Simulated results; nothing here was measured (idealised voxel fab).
This section sets out a process module, namely voxel transistor to metal.
We display cut, a cross-section 280 nm in width whose square cells are each 5 nm.
Cross-section = grid of square cells, listed top down in bands; band = one or more rows.
Read a band's entry like this: the first values are the height of its top and the height of its bottom in nm, and what follows is the sequence of materials from left to right, each with its width in nm. Note that "blank" is empty space, and that a single material marked "all across" reaches across the band from edge to edge.
Convention: height 0 is the level below which the wafer, as received, is all one material. The lowest band does not terminate at the bottom but continues downward, represented as "from 0 down".
Top row gets the first number, bottom row gets the second, and each row in between changes by the same step: that is how a band width like "30..40" works.
Any step labelled "no modifications" changed none of the cells in the cross-section.
"Enclosed void listing" means: voids of 8 cells or more that are shut off from the top with no open way through. Written width x height at distance, distance from the left edge, in nm.
Post-settings text on a step line: simulator's own remark regarding the step.
A step line may carry the setting "overlay nm", which, for steps involving a mask, states the distance by which the mask lay to the right of its intended position; negative values denote displacement to the left.
So here's the lineup of process steps we planned:
1: RECEIVE with material Si
2: OXIDIZE with depth nm 5
3: CONFORMAL_DEP with material SiN, thk nm 10
4: MASKED_ETCH with tone cover, mask id ACTIVE, width nm 110, pitch nm 135, etch materials SiN, depth nm 10, overlay nm 0
5: MASKED_ETCH with tone cover, mask id ACTIVE, width nm 110, pitch nm 135, etch materials SiO2, depth nm 5, overlay nm 0
6: MASKED_ETCH with tone cover, mask id ACTIVE, width nm 110, pitch nm 135, etch materials Si, depth nm 35, overlay nm 0
7: FILL_DEP with material SiO2, thk nm 10
8: CMP with height nm 10
9: SELECTIVE_ETCH with etch materials SiO2, depth nm 10
10: STRIP with etch materials SiN
11: SELECTIVE_ETCH with etch materials SiO2, depth nm 5
12: OXIDIZE with depth nm 5
13: DIRECTIONAL_DEP with material polySi, thk nm 20
14: DIRECTIONAL_DEP with material SiCN, thk nm 10
15: PATTERN with tone cover, mask id GATE, material resist, width nm 30, pitch nm 135, thk nm 15, overlay nm 0
16: DIRECTIONAL_ETCH with etch materials SiCN, depth nm 20
17: DIRECTIONAL_ETCH with etch materials polySi, depth nm 30
18: STRIP with etch materials resist
19: CONFORMAL_DEP with material SiN, thk nm 5
20: DIRECTIONAL_ETCH with etch materials SiN, depth nm 5
21: DIRECTIONAL_ETCH with etch materials SiO2, depth nm 5
22: DIRECTIONAL_ETCH with etch materials Si, depth nm 15
23: EPI with material SiGe, thk nm 15
24: FILL_DEP with material SiO2, thk nm 10
25: CMP with height nm 15
26: STRIP with etch materials polySi
27: SELECTIVE_ETCH with etch materials SiO2, depth nm 5
28: CONFORMAL_DEP with material HfO2, thk nm 5
29: CONFORMAL_DEP with material TiN, thk nm 5
30: FILL_DEP with material W, thk nm 5
31: CMP with height nm 10
32: DIRECTIONAL_DEP with material SiO2, thk nm 10
33: MASKED_ETCH with tone open, mask id CONTACT, width nm 20, etch materials SiO2, depth nm 30, overlay nm 0
34: CONFORMAL_DEP with material TiN, thk nm 5
35: FILL_DEP with material W, thk nm 5
36: CMP with height nm 20
37: DIRECTIONAL_DEP with material TiN, thk nm 5
38: DIRECTIONAL_DEP with material W, thk nm 20
39: PATTERN with tone cover, mask id METAL_1, material resist, width nm 20, thk nm 20, overlay nm 0
40: DIRECTIONAL_ETCH with etch materials W, depth nm 20
41: DIRECTIONAL_ETCH with etch materials TiN, depth nm 5
42: STRIP with etch materials resist
43: CONFORMAL_DEP with material SiCN, thk nm 5
44: FILL_DEP with material SiO2, thk nm 5
45: CMP with height nm 45
46: CONFORMAL_DEP with material SiN, thk nm 5
Wafer as received: cross-section following step 1:
* from 0 down: Si all across
* Enclosed void listing: none
Wafer cross-section at module end: first of two, run to plan:
* from 50 to 45: SiN all across
* from 45 to 25: SiO2 15 nm  SiCN 5 nm  W 20 nm  SiCN 5 nm  SiO2 50 nm  SiCN 5 nm  W 20 nm  SiCN 5 nm  SiO2 25 nm  SiCN 5 nm  W 20 nm  SiCN 5 nm  SiO2 50 nm  SiCN 5 nm  W 20 nm  SiCN 5 nm  SiO2 20 nm
* from 25 to 20: SiCN 20 nm  TiN 20 nm  SiCN 60 nm  TiN 20 nm  SiCN 35 nm  TiN 20 nm  SiCN 60 nm  TiN 20 nm  SiCN 25 nm
* from 20 to 10: SiO2 20 nm  TiN 5 nm  W 10 nm  TiN 5 nm  SiO2 60 nm  TiN 5 nm  W 10 nm  TiN 5 nm  SiO2 35 nm  TiN 5 nm  W 10 nm  TiN 5 nm  SiO2 60 nm  TiN 5 nm  W 10 nm  TiN 5 nm  SiO2 25 nm
* from 10 to 5: SiO2 20 nm  TiN 5 nm  W 5 nm  TiN 10 nm  SiO2 10 nm  SiN 5 nm  HfO2 5 nm  TiN 5 nm  W 10 nm  TiN 5 nm  HfO2 5 nm  SiN 5 nm  SiO2 10 nm  TiN 10 nm  W 5 nm  TiN 5 nm  SiO2 35 nm  TiN 5 nm  W 5 nm  TiN 10 nm  SiO2 10 nm  SiN 5 nm  HfO2 5 nm  TiN 5 nm  W 10 nm  TiN 5 nm  HfO2 5 nm  SiN 5 nm  SiO2 10 nm  TiN 10 nm  W 5 nm  TiN 5 nm  SiO2 25 nm
* from 5 to 0: SiO2 20 nm  TiN 5 nm  W 5 nm  TiN 5 nm  SiGe 15 nm  SiN 5 nm  HfO2 5 nm  TiN 5 nm  W 10 nm  TiN 5 nm  HfO2 5 nm  SiN 5 nm  SiGe 15 nm  TiN 5 nm  W 5 nm  TiN 5 nm  SiO2 35 nm  TiN 5 nm  W 5 nm  TiN 5 nm  SiGe 15 nm  SiN 5 nm  HfO2 5 nm  TiN 5 nm  W 10 nm  TiN 5 nm  HfO2 5 nm  SiN 5 nm  SiGe 15 nm  TiN 5 nm  W 5 nm  TiN 5 nm  SiO2 25 nm
* from 0 to -5: SiO2 20 nm  TiN 5 nm  W 5 nm  TiN 5 nm  SiGe 15 nm  SiN 5 nm  HfO2 5 nm  TiN 20 nm  HfO2 5 nm  SiN 5 nm  SiGe 15 nm  TiN 5 nm  W 5 nm  TiN 5 nm  SiO2 35 nm  TiN 5 nm  W 5 nm  TiN 5 nm  SiGe 15 nm  SiN 5 nm  HfO2 5 nm  TiN 20 nm  HfO2 5 nm  SiN 5 nm  SiGe 15 nm  TiN 5 nm  W 5 nm  TiN 5 nm  SiO2 25 nm
* from -5 to -10: SiO2 20 nm  TiN 15 nm  SiGe 15 nm  HfO2 40 nm  SiGe 15 nm  TiN 15 nm  SiO2 35 nm  TiN 15 nm  SiGe 15 nm  HfO2 40 nm  SiGe 15 nm  TiN 15 nm  SiO2 25 nm
* from -10 to -25: SiO2 15 nm  SiGe 35 nm  Si 40 nm  SiGe 35 nm  SiO2 25 nm  SiGe 35 nm  Si 40 nm  SiGe 35 nm  SiO2 20 nm
* from -25 to -40: SiO2 15 nm  Si 110 nm  SiO2 25 nm  Si 110 nm  SiO2 20 nm
* from -40 down: Si all across
* Enclosed void listing: none
Cross-section at end of module for the second wafer of two, which matched the first in starting point and plan and differed by one mistake in its processing:
* from 50 to 45: SiN all across
* from 45 to 25: SiO2 15 nm  SiCN 5 nm  W 20 nm  SiCN 5 nm  SiO2 50 nm  SiCN 5 nm  W 20 nm  SiCN 5 nm  SiO2 25 nm  SiCN 5 nm  W 20 nm  SiCN 5 nm  SiO2 50 nm  SiCN 5 nm  W 20 nm  SiCN 5 nm  SiO2 20 nm
* from 25 to 20: SiCN 20 nm  TiN 20 nm  SiCN 60 nm  TiN 20 nm  SiCN 35 nm  TiN 20 nm  SiCN 60 nm  TiN 20 nm  SiCN 25 nm
* from 20 to 10: SiO2 20 nm  TiN 5 nm  W 10 nm  TiN 5 nm  SiO2 60 nm  TiN 5 nm  W 10 nm  TiN 5 nm  SiO2 35 nm  TiN 5 nm  W 10 nm  TiN 5 nm  SiO2 60 nm  TiN 5 nm  W 10 nm  TiN 5 nm  SiO2 25 nm
* from 10 to 5: SiO2 20 nm  TiN 5 nm  W 5 nm  TiN 10 nm  SiO2 10 nm  SiN 5 nm  HfO2 5 nm  polySi 5 nm  W 10 nm  polySi 5 nm  HfO2 5 nm  SiN 5 nm  SiO2 10 nm  TiN 10 nm  W 5 nm  TiN 5 nm  SiO2 35 nm  TiN 5 nm  W 5 nm  TiN 10 nm  SiO2 10 nm  SiN 5 nm  HfO2 5 nm  polySi 5 nm  W 10 nm  polySi 5 nm  HfO2 5 nm  SiN 5 nm  SiO2 10 nm  TiN 10 nm  W 5 nm  TiN 5 nm  SiO2 25 nm
* from 5 to 0: SiO2 20 nm  TiN 5 nm  W 5 nm  TiN 5 nm  SiGe 15 nm  SiN 5 nm  HfO2 5 nm  polySi 5 nm  W 10 nm  polySi 5 nm  HfO2 5 nm  SiN 5 nm  SiGe 15 nm  TiN 5 nm  W 5 nm  TiN 5 nm  SiO2 35 nm  TiN 5 nm  W 5 nm  TiN 5 nm  SiGe 15 nm  SiN 5 nm  HfO2 5 nm  polySi 5 nm  W 10 nm  polySi 5 nm  HfO2 5 nm  SiN 5 nm  SiGe 15 nm  TiN 5 nm  W 5 nm  TiN 5 nm  SiO2 25 nm
* from 0 to -5: SiO2 20 nm  TiN 5 nm  W 5 nm  TiN 5 nm  SiGe 15 nm  SiN 5 nm  HfO2 5 nm  polySi 20 nm  HfO2 5 nm  SiN 5 nm  SiGe 15 nm  TiN 5 nm  W 5 nm  TiN 5 nm  SiO2 35 nm  TiN 5 nm  W 5 nm  TiN 5 nm  SiGe 15 nm  SiN 5 nm  HfO2 5 nm  polySi 20 nm  HfO2 5 nm  SiN 5 nm  SiGe 15 nm  TiN 5 nm  W 5 nm  TiN 5 nm  SiO2 25 nm
* from -5 to -10: SiO2 20 nm  TiN 15 nm  SiGe 15 nm  HfO2 40 nm  SiGe 15 nm  TiN 15 nm  SiO2 35 nm  TiN 15 nm  SiGe 15 nm  HfO2 40 nm  SiGe 15 nm  TiN 15 nm  SiO2 25 nm
* from -10 to -25: SiO2 15 nm  SiGe 35 nm  Si 40 nm  SiGe 35 nm  SiO2 25 nm  SiGe 35 nm  Si 40 nm  SiGe 35 nm  SiO2 20 nm
* from -25 to -40: SiO2 15 nm  Si 110 nm  SiO2 25 nm  Si 110 nm  SiO2 20 nm
* from -40 down: Si all across
* Enclosed void listing: none
Processing error: step 29 was processed under conditions differing from the plan, specifically as CONFORMAL_DEP with material polySi, thk nm 5
Final comparison by cell count, materials where the second wafer has more or fewer than the first: 16 fewer of TiN | 16 more of polySi
